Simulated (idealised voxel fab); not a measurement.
The following process module bears the name voxel fin reveal.
cross-section cut | 235 nm wide | cells 5 nm
Just so we're on the same page, the cross-sections are grids of square cells, and they're listed out in bands top to bottom, each band one or more rows deep. Band entry format. Leading values: height of top, height of bottom, nm. Remainder: materials in left-to-right order, each with its width in nm. Special words: "everywhere" on a single material, which then fills the band edge to edge; "empty", empty space. Height is counted from the level 0, under which the received wafer is composed throughout of one material. The lowest of the bands is not closed at the bottom but continues downward, in the notation "0 nm and below". Graded width ("30 to 40"): value in top row of band = first number; value in bottom row = second number; row-to-row change constant. Where a step carries "all unchanged", the cross-section came out of it unchanged, cell for cell. Closed empty spaces (no open way to the top) of 8 cells or more are what "Listed closed voids" lists, each as width x height at distance from the left edge, nm for all three. Formally, on a step line, whatever follows the settings is a remark that the simulator itself makes on the step. Regarding "overlay nm": on a step with a mask, it is the distance the mask lay to the right of its planned place; a negative value places it to the left.

**Process steps - plan**
1,RECEIVE, material Si
2,CONFORMAL_DEP, material SiN, thk nm 5
3,DIRECTIONAL_DEP, material aC, thk nm 15
4,PATTERN, tone cover, mask id FINS, material resist, width nm 15, pitch nm 45, thk nm 30, overlay nm 0
5,DIRECTIONAL_ETCH, etch materials aC, depth nm 15
6,STRIP, etch materials resist
7,DIRECTIONAL_ETCH, etch materials SiN, depth nm 5
8,DIRECTIONAL_ETCH, etch materials Si, depth nm 40
9,STRIP, etch materials aC
10,FILL_DEP, material SiO2, thk nm 10
11,CMP, height nm 5
12,SELECTIVE_ETCH, etch materials SiO2, depth nm 35
13,STRIP, etch materials SiN

**So this is the incoming wafer in cross-section - it's already been through step 1**
* 0 nm and below = Si everywhere
* Listed closed voids: none

**End-of-module XS, first of two wafers, run as planned**
* 0 nm to -30 nm = empty=40 | Si=15 | empty=30 | Si=15 | empty=30 | Si=15 | empty=30 | Si=15 | empty=45
* -30 nm to -40 nm = SiO2=40 | Si=15 | SiO2=30 | Si=15 | SiO2=30 | Si=15 | SiO2=30 | Si=15 | SiO2=45
* -40 nm and below = Si everywhere
* Listed closed voids: none

**Second wafer of the two, sectioned at the end of the module. It began like the first and followed the same plan, but one mistake was made while running it**
* 0 nm to -30 nm = empty=40 | Si=15 | empty=30 | Si=15 | empty=30 | Si=15 | empty=30 | Si=15 | empty=45
* -30 nm to -35 nm = SiO2=5 | empty=35 | Si=15 | empty=30 | Si=15 | empty=30 | Si=15 | empty=30 | Si=15 | empty=35 | SiO2=10
* -35 nm to -40 nm = SiO2=40 | Si=15 | SiO2=30 | Si=15 | SiO2=30 | Si=15 | SiO2=30 | Si=15 | SiO2=45
* -40 nm and below = Si everywhere
* Listed closed voids: none
Where did the run depart from the plan? the intended sequence of steps 12 and 13 was reversed during processing, with each occupying the position of the other
The second wafer ends with more or fewer cells of some materials than the first, per final count: SiO2 -32
